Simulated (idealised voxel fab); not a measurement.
Name of the process module below: voxel self aligned vias
Displayed cross-section: cut, width of 300 nm, square cells sized 5 nm.
Each cross-section below is a grid of square cells, stated as bands in top-down order, with one or more rows of cells making up each band. Top height, bottom height, nm. Materials left to right, width each, nm. Single material + "all across" = fills band edge to edge. "empty" = empty. Height datum 0, below which the as-received substrate wafer is one material. Lowest band open at the bottom, running downward: "0 down". A two-number width, for instance "30..40", indicates that the width is equal to the first number in the top row of the band and to the second number in the bottom row, and that it changes by a constant amount per row of cells. What does "changes: none" mean for a step? It means no cell of the cross-section changed in that step. Closed empty spaces (no open way to the top) of 8 cells or more are what "Voids, sealed" lists, each as width x height at distance from the left edge, nm for all three. On each step's line, the part that comes after the settings is the simulator's own comment on the step. If you see "overlay nm" on a step's line and that step has a mask, it's telling you how far right of where it was planned the mask ended up; a negative number means it went left instead.
Planned process steps
step 1: RECEIVE [material Si]
step 2: CONFORMAL_DEP [material SiO2] [thk nm 10]
step 3: CONFORMAL_DEP [material SiCN] [thk nm 5]
step 4: DIRECTIONAL_DEP [material SiO2] [thk nm 30]
step 5: DIRECTIONAL_DEP [material aC] [thk nm 15]
step 6: PATTERN [tone open] [mask id LINES] [material resist] [width nm 20] [pitch nm 55] [thk nm 30] [overlay nm 0]
step 7: DIRECTIONAL_ETCH [etch materials aC] [depth nm 15]
step 8: STRIP [etch materials resist]
step 9: DIRECTIONAL_ETCH [etch materials SiO2] [depth nm 30]
step 10: STRIP [etch materials aC]
step 11: CONFORMAL_DEP [material TiN] [thk nm 5]
step 12: FILL_DEP [material Ru] [thk nm 10]
step 13: CMP [height nm 45]
step 14: SELECTIVE_ETCH [etch materials W Ru TiN] [depth nm 5]
step 15: FILL_DEP [material SiN] [thk nm 5]
step 16: CMP [height nm 45]
step 17: DIRECTIONAL_DEP [material SiO2] [thk nm 15]
step 18: MASKED_ETCH [tone open] [mask id VIAS] [width nm 30] [pitch nm 55] [etch materials SiO2] [depth nm 15] [overlay nm 0]
step 19: MASKED_ETCH [tone open] [mask id VIAS] [width nm 30] [pitch nm 55] [etch materials SiN] [depth nm 5] [overlay nm 0]
step 20: CONFORMAL_DEP [material TiN] [thk nm 5]
step 21: FILL_DEP [material Cu] [thk nm 5]
step 22: CMP [height nm 60]
step 23: CONFORMAL_DEP [material SiCN] [thk nm 5]
As-received state of the wafer in cross-section, equivalent to post-step 1
	0 down: Si all across
	Voids, sealed: none
Figure: cross-sectional view of the wafer upon completion of the module, processed from the initial state and according to the plan depicted above, with one error introduced during execution
	65 to 60: SiCN all across
	60 to 50: SiO2 80 nm  TiN 5 nm  Cu 20 nm  TiN 5 nm  SiO2 25 nm  TiN 5 nm  Cu 20 nm  TiN 5 nm  SiO2 25 nm  TiN 5 nm  Cu 20 nm  TiN 5 nm  SiO2 80 nm
	50 to 45: SiO2 80 nm  TiN 10 nm  Cu 10 nm  TiN 10 nm  SiO2 25 nm  TiN 10 nm  Cu 10 nm  TiN 10 nm  SiO2 25 nm  TiN 10 nm  Cu 10 nm  TiN 10 nm  SiO2 80 nm
	45 to 40: SiO2 85 nm  TiN 20 nm  SiO2 35 nm  TiN 20 nm  SiO2 35 nm  TiN 20 nm  SiO2 85 nm
	40 to 30: SiO2 85 nm  TiN 5 nm  Ru 10 nm  TiN 5 nm  SiO2 35 nm  TiN 5 nm  Ru 10 nm  TiN 5 nm  SiO2 35 nm  TiN 5 nm  Ru 10 nm  TiN 5 nm  SiO2 85 nm
	30 to 25: SiO2 85 nm  TiN 20 nm  SiO2 35 nm  TiN 20 nm  SiO2 35 nm  TiN 20 nm  SiO2 85 nm
	25 to 10: SiCN all across
	10 to 0: SiO2 all across
	0 down: Si all across
	Voids, sealed: none
What broke from the plan during processing? in deviation from the planned setting, step 3 was conducted as CONFORMAL_DEP [material SiCN] [thk nm 15]
